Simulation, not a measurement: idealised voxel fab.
Process module name: voxel gate over fins
Xsec cut, 235 nm wide, square cell size 5 nm.
Cross-sections here: square-cell grids, written as top-down lists of bands, a band being one or more rows of cells.
Basically the band line says how high the top is and how high the bottom is, in nm, and then what's in it from left to right, every material with its width in nm. Empty space shows up as "air", and if a single material carries "throughout" it runs the full band edge to edge.
It should be noted that heights are counted from 0, beneath which the wafer as supplied is of one material throughout, and that the lowest band possesses no lower boundary but continues downward, as written in "from 0 down".
The two numbers in a width such as "30->40" mark its ends across the band: the first belongs to the top row of cells, the second to the bottom row, and from each row to the next the width moves by the same amount.
What does "no alteration" mean for a step? It means no cell of the cross-section changed in that step.
Any empty space of 8 cells or more lacking an open way to the top shows up in "Entrapped voids" as width x height at distance, distance from the left edge, in nm.
Anything after a step's settings on that line? It's the simulator's own note about the step.
overlay nm: for a step with a mask, the amount by which the mask lay right of where it was planned; a negative amount means left of it.

Steps planned for the process:
1 RECEIVE with material Si
2 CONFORMAL_DEP with material SiN, thk nm 5
3 MASKED_ETCH with tone cover, mask id FINS, width nm 15, pitch nm 55, etch materials SiN, depth nm 5, overlay nm 0
4 MASKED_ETCH with tone cover, mask id FINS, width nm 15, pitch nm 55, etch materials Si, depth nm 40, overlay nm 0
5 OXIDIZE with depth nm 5
6 FILL_DEP with material SiO2, thk nm 5
7 CMP with height nm 5
8 MASKED_ETCH with tone open, mask id RAIL, width nm 15, etch materials SiO2, depth nm 40, overlay nm 0
9 CONFORMAL_DEP with material TiN, thk nm 5
10 FILL_DEP with material W, thk nm 5
11 CMP with height nm 5
12 SELECTIVE_ETCH with etch materials W Ru TiN, depth nm 25
13 FILL_DEP with material SiO2, thk nm 5
14 CMP with height nm 5
15 SELECTIVE_ETCH with etch materials SiO2, depth nm 15
16 STRIP with etch materials SiN
17 CONFORMAL_DEP with material HfO2, thk nm 5
18 CONFORMAL_DEP with material TiN, thk nm 5
19 CONFORMAL_DEP with material TiAl, thk nm 5
20 CONFORMAL_DEP with material TiN, thk nm 5
21 FILL_DEP with material W, thk nm 10
22 CMP with height nm 25
23 CONFORMAL_DEP with material SiN, thk nm 10

This is the cross-section of the wafer as we received it, i.e. after step 1:
from 0 down = Si throughout
Entrapped voids: none

Run as planned - first of the two wafers cross-sectioned at the end of the module:
from 35 to 25 = SiN throughout
from 25 to 20 = W throughout
from 20 to 15 = 40 nm W, then 45 nm TiN, then 10 nm W, then 45 nm TiN, then 10 nm W, then 45 nm TiN, then 40 nm W
from 15 to 10 = 40 nm W, then 5 nm TiN, then 35 nm TiAl, then 5 nm TiN, then 10 nm W, then 5 nm TiN, then 35 nm TiAl, then 5 nm TiN, then 10 nm W, then 5 nm TiN, then 35 nm TiAl, then 5 nm TiN, then 40 nm W
from 10 to 5 = 45 nm TiN, then 5 nm TiAl, then 25 nm TiN, then 5 nm TiAl, then 20 nm TiN, then 5 nm TiAl, then 25 nm TiN, then 5 nm TiAl, then 20 nm TiN, then 5 nm TiAl, then 25 nm TiN, then 5 nm TiAl, then 45 nm TiN
from 5 to 0 = 50 nm TiAl, then 5 nm TiN, then 15 nm HfO2, then 5 nm TiN, then 30 nm TiAl, then 5 nm TiN, then 15 nm HfO2, then 5 nm TiN, then 30 nm TiAl, then 5 nm TiN, then 15 nm HfO2, then 5 nm TiN, then 50 nm TiAl
from 0 to -5 = 55 nm TiN, then 5 nm HfO2, then 5 nm Si, then 5 nm HfO2, then 40 nm TiN, then 5 nm HfO2, then 5 nm Si, then 5 nm HfO2, then 40 nm TiN, then 5 nm HfO2, then 5 nm Si, then 5 nm HfO2, then 55 nm TiN
from -5 to -10 = 60 nm HfO2, then 5 nm Si, then 50 nm HfO2, then 5 nm Si, then 50 nm HfO2, then 5 nm Si, then 60 nm HfO2
from -10 to -20 = 60 nm SiO2, then 5 nm Si, then 50 nm SiO2, then 5 nm Si, then 50 nm SiO2, then 5 nm Si, then 60 nm SiO2
from -20 to -30 = 60 nm SiO2, then 5 nm Si, then 15 nm SiO2, then 5 nm TiN, then 5 nm W, then 5 nm TiN, then 20 nm SiO2, then 5 nm Si, then 50 nm SiO2, then 5 nm Si, then 60 nm SiO2
from -30 to -35 = 60 nm SiO2, then 5 nm Si, then 15 nm SiO2, then 15 nm TiN, then 20 nm SiO2, then 5 nm Si, then 50 nm SiO2, then 5 nm Si, then 60 nm SiO2
from -35 to -45 = 60 nm SiO2, then 5 nm Si, then 50 nm SiO2, then 5 nm Si, then 50 nm SiO2, then 5 nm Si, then 60 nm SiO2
from -45 down = Si throughout
Entrapped voids: none

The second wafer, shown in cross-section after the module: started the same way as the first and given the same plan, yet one mistake crept into how it was run:
from 35 to 25 = SiN throughout
from 25 to 20 = W throughout
from 20 to 15 = 40 nm W, then 45 nm TiN, then 10 nm W, then 45 nm TiN, then 10 nm W, then 45 nm TiN, then 40 nm W
from 15 to 10 = 40 nm W, then 5 nm TiN, then 35 nm TiAl, then 5 nm TiN, then 10 nm W, then 5 nm TiN, then 35 nm TiAl, then 5 nm TiN, then 10 nm W, then 5 nm TiN, then 35 nm TiAl, then 5 nm TiN, then 40 nm W
from 10 to 5 = 45 nm TiN, then 5 nm TiAl, then 25 nm HfO2, then 5 nm TiAl, then 20 nm TiN, then 5 nm TiAl, then 25 nm HfO2, then 5 nm TiAl, then 20 nm TiN, then 5 nm TiAl, then 25 nm HfO2, then 5 nm TiAl, then 45 nm TiN
from 5 to 0 = 50 nm TiAl, then 5 nm HfO2, then 15 nm TiN, then 5 nm HfO2, then 30 nm TiAl, then 5 nm HfO2, then 15 nm TiN, then 5 nm HfO2, then 30 nm TiAl, then 5 nm HfO2, then 15 nm TiN, then 5 nm HfO2, then 50 nm TiAl
from 0 to -5 = 55 nm HfO2, then 5 nm TiN, then 5 nm Si, then 5 nm TiN, then 40 nm HfO2, then 5 nm TiN, then 5 nm Si, then 5 nm TiN, then 40 nm HfO2, then 5 nm TiN, then 5 nm Si, then 5 nm TiN, then 55 nm HfO2
from -5 to -10 = 60 nm TiN, then 5 nm Si, then 50 nm TiN, then 5 nm Si, then 50 nm TiN, then 5 nm Si, then 60 nm TiN
from -10 to -20 = 60 nm SiO2, then 5 nm Si, then 50 nm SiO2, then 5 nm Si, then 50 nm SiO2, then 5 nm Si, then 60 nm SiO2
from -20 to -30 = 60 nm SiO2, then 5 nm Si, then 15 nm SiO2, then 5 nm TiN, then 5 nm W, then 5 nm TiN, then 20 nm SiO2, then 5 nm Si, then 50 nm SiO2, then 5 nm Si, then 60 nm SiO2
from -30 to -35 = 60 nm SiO2, then 5 nm Si, then 15 nm SiO2, then 15 nm TiN, then 20 nm SiO2, then 5 nm Si, then 50 nm SiO2, then 5 nm Si, then 60 nm SiO2
from -35 to -45 = 60 nm SiO2, then 5 nm Si, then 50 nm SiO2, then 5 nm Si, then 50 nm SiO2, then 5 nm Si, then 60 nm SiO2
from -45 down = Si throughout
Entrapped voids: none
Misprocessing identified: note: step 17 <-> step 18, run order reversed vs plan
At the end, the second wafer has the same number of cells of each material as the first, but those cells sit in other places.
